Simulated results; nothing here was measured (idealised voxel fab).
Process module name: voxel transistor to metal
Square cells of 5 nm make up the cross-section cut, whose width is 280 nm.
Cross-section spec: square-cell grid; bands listed top down; each band is one or more rows. The band entry comprises the height of the band's top followed by the height of its bottom, expressed in nm, and subsequently the band's materials from left to right, each stated together with its width in nm. Where a single material is marked with the word "everywhere", that material fills the band from edge to edge. The word "air" represents empty space. All heights in this document are referenced to 0, defined as the level beneath which the wafer, as received, consists entirely of one material. The lowest band is not bounded below; it extends indefinitely downward and is written in the form "0 and below". A width such as "30->40" changes by the same amount from each row of cells to the next, from the band's top row to its bottom row. "remained the same" (step): cross-section cells unchanged, all of them. You'll see "Enclosed void inventory" listing empty spaces that have no way open to the top, as long as they're 8 cells or more; the notation is width x height at distance, where the distance is from the left edge, and all of it is in nm. The remark found on a step's line after its settings is issued by the simulator itself and pertains to that step. When a step includes a mask, the "overlay nm" setting on its line states how far to the right of its planned place that mask lay, and negative values state how far to the left.
PLAN
1,RECEIVE, material Si
2,CONFORMAL_DEP, material SiO2, thk nm 5
3,CONFORMAL_DEP, material SiN, thk nm 15
4,DIRECTIONAL_DEP, material aC, thk nm 10
5,PATTERN, tone cover, mask id ACTIVE, material resist, width nm 110, pitch nm 130, thk nm 25, overlay nm 0
6,DIRECTIONAL_ETCH, etch materials aC, depth nm 10
7,STRIP, etch materials resist
8,DIRECTIONAL_ETCH, etch materials SiN, depth nm 15
9,DIRECTIONAL_ETCH, etch materials SiO2, depth nm 5
10,DIRECTIONAL_ETCH, etch materials Si, depth nm 20
11,STRIP, etch materials aC
12,FILL_DEP, material SiO2, thk nm 10
13,CMP, height nm 20
14,SELECTIVE_ETCH, etch materials SiO2, depth nm 15
15,STRIP, etch materials SiN
16,SELECTIVE_ETCH, etch materials SiO2, depth nm 5
17,OXIDIZE, depth nm 5
18,DIRECTIONAL_DEP, material polySi, thk nm 25
19,DIRECTIONAL_DEP, material SiCN, thk nm 10
20,MASKED_ETCH, tone cover, mask id GATE, width nm 20, pitch nm 130, etch materials SiCN, depth nm 20, overlay nm 0
21,MASKED_ETCH, tone cover, mask id GATE, width nm 15, pitch nm 130, etch materials polySi, depth nm 35, overlay nm 0
22,CONFORMAL_DEP, material SiN, thk nm 5
23,DIRECTIONAL_ETCH, etch materials SiN, depth nm 5
24,DIRECTIONAL_ETCH, etch materials SiO2, depth nm 5
25,DIRECTIONAL_ETCH, etch materials Si, depth nm 10
26,EPI, material SiGe, thk nm 10
27,FILL_DEP, material SiO2, thk nm 10
28,CMP, height nm 35
29,DIRECTIONAL_DEP, material SiO2, thk nm 10
30,MASKED_ETCH, tone open, mask id CONTACT, width nm 20, etch materials SiO2, depth nm 50, overlay nm 0
31,CONFORMAL_DEP, material TiN, thk nm 5
32,FILL_DEP, material Ru, thk nm 10
33,CMP, height nm 45
34,CONFORMAL_DEP, material SiCN, thk nm 5
35,DIRECTIONAL_DEP, material SiO2, thk nm 20
36,MASKED_ETCH, tone open, mask id METAL_1, width nm 20, etch materials SiO2, depth nm 20, overlay nm 0
37,MASKED_ETCH, tone open, mask id METAL_1, width nm 20, etch materials SiCN, depth nm 5, overlay nm 0
38,CONFORMAL_DEP, material TiN, thk nm 5
39,FILL_DEP, material W, thk nm 5
40,CMP, height nm 70
41,EPI, material Ru, thk nm 5
42,FILL_DEP, material SiCN, thk nm 5
43,DIRECTIONAL_DEP, material lowk, thk nm 25
44,PATTERN, tone open, mask id METAL_2, material resist, width nm 20, pitch nm 130, thk nm 15, overlay nm 0
45,DIRECTIONAL_ETCH, etch materials lowk, depth nm 15
46,STRIP, etch materials resist
47,PATTERN, tone open, mask id METAL_2_HOLES, material resist, width nm 15, pitch nm 130, thk nm 15, overlay nm 0
48,DIRECTIONAL_ETCH, etch materials lowk, depth nm 10
49,DIRECTIONAL_ETCH, etch materials SiCN, depth nm 5
50,STRIP, etch materials resist
51,CONFORMAL_DEP, material TiN, thk nm 5
52,FILL_DEP, material Cu, thk nm 5
53,CMP, height nm 105
54,CONFORMAL_DEP, material SiCN, thk nm 5
All wafers enter the flow in the same state. The width nm at step 21 differs from wafer to wafer, and the plan gives the value for the first wafer.
INCOMING STATE OF THE FIRST OF SEVERAL WAFERS IN CROSS-SECTION: AFTER STEP 1
> 0 and below  Si everywhere
> Enclosed void inventory: none
TABLE: WAFERS, A ROW EACH; END-OF-MODULE CELL CHANGE PER MATERIAL SINCE RECEIPT, GAIN (+), LOSS (-); THEN CLOSED VOIDS
width nm 15 | +14 Cu | +96 Ru | -156 Si | +194 SiCN | +80 SiGe | +28 SiN | +496 SiO2 | +164 TiN | +32 W | +244 lowk | +40 polySi | Enclosed void inventory: none
width nm 20 | +14 Cu | +96 Ru | -156 Si | +194 SiCN | +80 SiGe | +28 SiN | +496 SiO2 | +164 TiN | +32 W | +244 lowk | +40 polySi | Enclosed void inventory: none
width nm 25 | +14 Cu | +96 Ru | -152 Si | +194 SiCN | +76 SiGe | +28 SiN | +486 SiO2 | +164 TiN | +32 W | +244 lowk | +50 polySi | Enclosed void inventory: none
width nm 30 | +14 Cu | +96 Ru | -148 Si | +194 SiCN | +72 SiGe | +28 SiN | +476 SiO2 | +164 TiN | +32 W | +244 lowk | +60 polySi | Enclosed void inventory: none
